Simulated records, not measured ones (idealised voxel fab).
The following process module bears the name voxel spacer lines.
It is cross-section cut that appears here, measuring 280 nm in width, its square cells being 5 nm in size.
A cross-section in this document is a grid of square cells, and it is written down as bands, the top band listed before the ones below it; a band is made up of one or more rows of cells. Look at the band entry: it leads with the top's height and the bottom's height in nm. Then it lists the materials left to right, with a width in nm for each. The word "all across" on a single material says that material fills the band edge to edge. The word "air" is empty space. Heads up on the height convention: 0 is the point under which the incoming wafer is all one material, and the lowest band has no bottom, it just keeps going down, like "0..down". Width spec "30->40" -> top row of cells at first value, bottom row at second value, equal per-row change in between. Given "nothing was modified" for a step, no cell of the cross-section differs between before and after that step. Enclosed voids (no open way to top), threshold 8 cells or more, entry "closed voids", notation width x height at distance, distance from left edge, nm. Whatever follows a step's settings on its line is a remark the simulator itself makes about that step. Regarding "overlay nm": on a step with a mask, it is the distance the mask lay to the right of its planned place; a negative value places it to the left.

[Process steps foreseen in the plan]
1: RECEIVE: material Si
2: CONFORMAL_DEP: material Al2O3, thk nm 5
3: DIRECTIONAL_DEP: material SiN, thk nm 15
4: DIRECTIONAL_DEP: material polySi, thk nm 25
5: PATTERN: tone cover, mask id MANDREL, material resist, width nm 25, pitch nm 70, thk nm 30, overlay nm 0
6: DIRECTIONAL_ETCH: etch materials polySi, depth nm 25
7: STRIP: etch materials resist
8: CONFORMAL_DEP: material SiO2, thk nm 10
9: DIRECTIONAL_ETCH: etch materials SiO2, depth nm 10
10: STRIP: etch materials polySi
11: DIRECTIONAL_ETCH: etch materials SiN, depth nm 15
12: STRIP: etch materials SiO2

[As-received wafer cross-section (after step 1)]
- 0..down  Si all across
- closed voids: none

[End-of-module cross-section of the first of two wafers, processed as planned]
- 20..5  air (45) / SiN (10) / air (25) / SiN (10) / air (25) / SiN (10) / air (25) / SiN (10) / air (25) / SiN (10) / air (25) / SiN (10) / air (50)
- 5..0  Al2O3 all across
- 0..down  Si all across
- closed voids: none

[Wafer two (of two), end-of-module cross-section: start = wafer one, plan = wafer one, one run mistake]
- 20..10  air (45) / SiN (10) / air (25) / SiN (10) / air (25) / SiN (10) / air (25) / SiN (10) / air (25) / SiN (10) / air (25) / SiN (10) / air (50)
- 10..5  SiN all across
- 5..0  Al2O3 all across
- 0..down  Si all across
- closed voids: none
Short version of what went wrong: note that step 11 departed from the planned setting and was carried out as DIRECTIONAL_ETCH: etch materials SiN, depth nm 10
Bottom line after processing is that, in cells, the second wafer is up or down on some materials versus the first: SiN: 44 more
